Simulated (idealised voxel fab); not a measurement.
process module | voxel spacer lines
cross-section cut | 250 nm wide | cells 5 nm
A cross-section is a grid of square cells, given in bands from the top down. A band is one or more rows of cells.
Each band's line starts with the height of the band's top and of its bottom, in nm. Then come its materials from left to right, each with its width in nm. One material with "throughout" fills the band from edge to edge. "air" is empty space.
Height 0 is the level under which the wafer as received is all one material. The lowest band goes on downwards, as in "0 down".
A width such as "30 to 40" changes by the same amount from each row of cells to the next, from the band's top row to its bottom row.
"no change" after a step means that no cell of the cross-section changed.
closed voids: empty space of 8 cells or more with no open way to the top, each as width x height at its distance from the left edge, in nm
after a step's settings: what the simulator itself notes on the step
overlay nm, on a step with a mask: how far to the right of its planned place the mask lay; to the left if negative
plan
1 op RECEIVE | material Si
2 op CONFORMAL_DEP | material Al2O3 | thk nm 10
3 op DIRECTIONAL_DEP | material W | thk nm 10
4 op DIRECTIONAL_DEP | material aC | thk nm 25
5 op PATTERN | tone cover | mask id MANDREL | material resist | width nm 15 | pitch nm 60 | thk nm 30 | overlay nm 0
6 op DIRECTIONAL_ETCH | etch materials aC | depth nm 25
7 op STRIP | etch materials resist
8 op CONFORMAL_DEP | material SiO2 | thk nm 15
9 op DIRECTIONAL_ETCH | etch materials SiO2 | depth nm 15
10 op STRIP | etch materials aC
11 op DIRECTIONAL_ETCH | etch materials W | depth nm 10
12 op STRIP | etch materials SiO2
13 op FILL_DEP | material SiO2 | thk nm 10
14 op CMP | height nm 20
first wafer, as planned
as received, after step 1
  0 down: Si throughout
  closed voids: none
after step 2
  10 to 0: Al2O3 throughout
  below 0: unchanged
after step 3
  20 to 10: W throughout
  below 10: unchanged
after step 4
  45 to 20: aC throughout
  below 20: unchanged
after step 5
  75 to 45: air 85 | resist 15 | air 45 | resist 15 | air 90
  below 45: unchanged
after step 6
  50 to 45: air 85 | resist 15 | air 45 | resist 15 | air 90
  45 to 20: air 85 | aC 15 | air 45 | aC 15 | air 90
  below 20: unchanged
after step 7
  45 to 20: air 85 | aC 15 | air 45 | aC 15 | air 90
  below 20: unchanged
after step 8
  60 to 45: air 70 | SiO2 45 | air 15 | SiO2 45 | air 75
  45 to 35: air 70 | SiO2 15 | aC 15 | SiO2 15 | air 15 | SiO2 15 | aC 15 | SiO2 15 | air 75
  35 to 20: SiO2 85 | aC 15 | SiO2 45 | aC 15 | SiO2 90
  below 20: unchanged
after step 9
  45 to 20: air 70 | SiO2 15 | aC 15 | SiO2 15 | air 15 | SiO2 15 | aC 15 | SiO2 15 | air 75
  below 20: unchanged
after step 10
  45 to 20: air 70 | SiO2 15 | air 15 | SiO2 15 | air 15 | SiO2 15 | air 15 | SiO2 15 | air 75
  below 20: unchanged
after step 11
  45 to 20: air 70 | SiO2 15 | air 15 | SiO2 15 | air 15 | SiO2 15 | air 15 | SiO2 15 | air 75
  20 to 10: air 70 | W 15 | air 15 | W 15 | air 15 | W 15 | air 15 | W 15 | air 75
  below 10: unchanged
after step 12
  20 to 10: air 70 | W 15 | air 15 | W 15 | air 15 | W 15 | air 15 | W 15 | air 75
  below 10: unchanged
after step 13
  30 to 20: SiO2 throughout
  20 to 10: SiO2 70 | W 15 | SiO2 15 | W 15 | SiO2 15 | W 15 | SiO2 15 | W 15 | SiO2 75
  below 10: unchanged
after step 14
  20 to 10: SiO2 70 | W 15 | SiO2 15 | W 15 | SiO2 15 | W 15 | SiO2 15 | W 15 | SiO2 75
  below 10: unchanged
second wafer: like start, like plan, one mistake. Through step 4 it matches the first wafer
when step 5 should have ended
  75 to 45: air 95 | resist 15 | air 45 | resist 15 | air 80
  below 45: unchanged
when step 6 should have ended
  50 to 45: air 95 | resist 15 | air 45 | resist 15 | air 80
  45 to 20: air 95 | aC 15 | air 45 | aC 15 | air 80
  below 20: unchanged
when step 7 should have ended
  45 to 20: air 95 | aC 15 | air 45 | aC 15 | air 80
  below 20: unchanged
when step 8 should have ended
  60 to 45: air 80 | SiO2 45 | air 15 | SiO2 45 | air 65
  45 to 35: air 80 | SiO2 15 | aC 15 | SiO2 15 | air 15 | SiO2 15 | aC 15 | SiO2 15 | air 65
  35 to 20: SiO2 95 | aC 15 | SiO2 45 | aC 15 | SiO2 80
  below 20: unchanged
when step 9 should have ended
  45 to 20: air 80 | SiO2 15 | aC 15 | SiO2 15 | air 15 | SiO2 15 | aC 15 | SiO2 15 | air 65
  below 20: unchanged
when step 10 should have ended
  45 to 20: air 80 | SiO2 15 | air 15 | SiO2 15 | air 15 | SiO2 15 | air 15 | SiO2 15 | air 65
  below 20: unchanged
when step 11 should have ended
  45 to 20: air 80 | SiO2 15 | air 15 | SiO2 15 | air 15 | SiO2 15 | air 15 | SiO2 15 | air 65
  20 to 10: air 80 | W 15 | air 15 | W 15 | air 15 | W 15 | air 15 | W 15 | air 65
  below 10: unchanged
when step 12 should have ended
  20 to 10: air 80 | W 15 | air 15 | W 15 | air 15 | W 15 | air 15 | W 15 | air 65
  below 10: unchanged
when step 13 should have ended
  30 to 20: SiO2 throughout
  20 to 10: SiO2 80 | W 15 | SiO2 15 | W 15 | SiO2 15 | W 15 | SiO2 15 | W 15 | SiO2 65
  below 10: unchanged
when step 14 should have ended
  20 to 10: SiO2 80 | W 15 | SiO2 15 | W 15 | SiO2 15 | W 15 | SiO2 15 | W 15 | SiO2 65
  below 10: unchanged
what went wrong: step 5 ran as: op PATTERN | tone cover | mask id MANDREL | material resist | width nm 15 | pitch nm 60 | thk nm 30 | overlay nm 10
at the end the second wafer has, in cells: as many of each material as the first, in other places
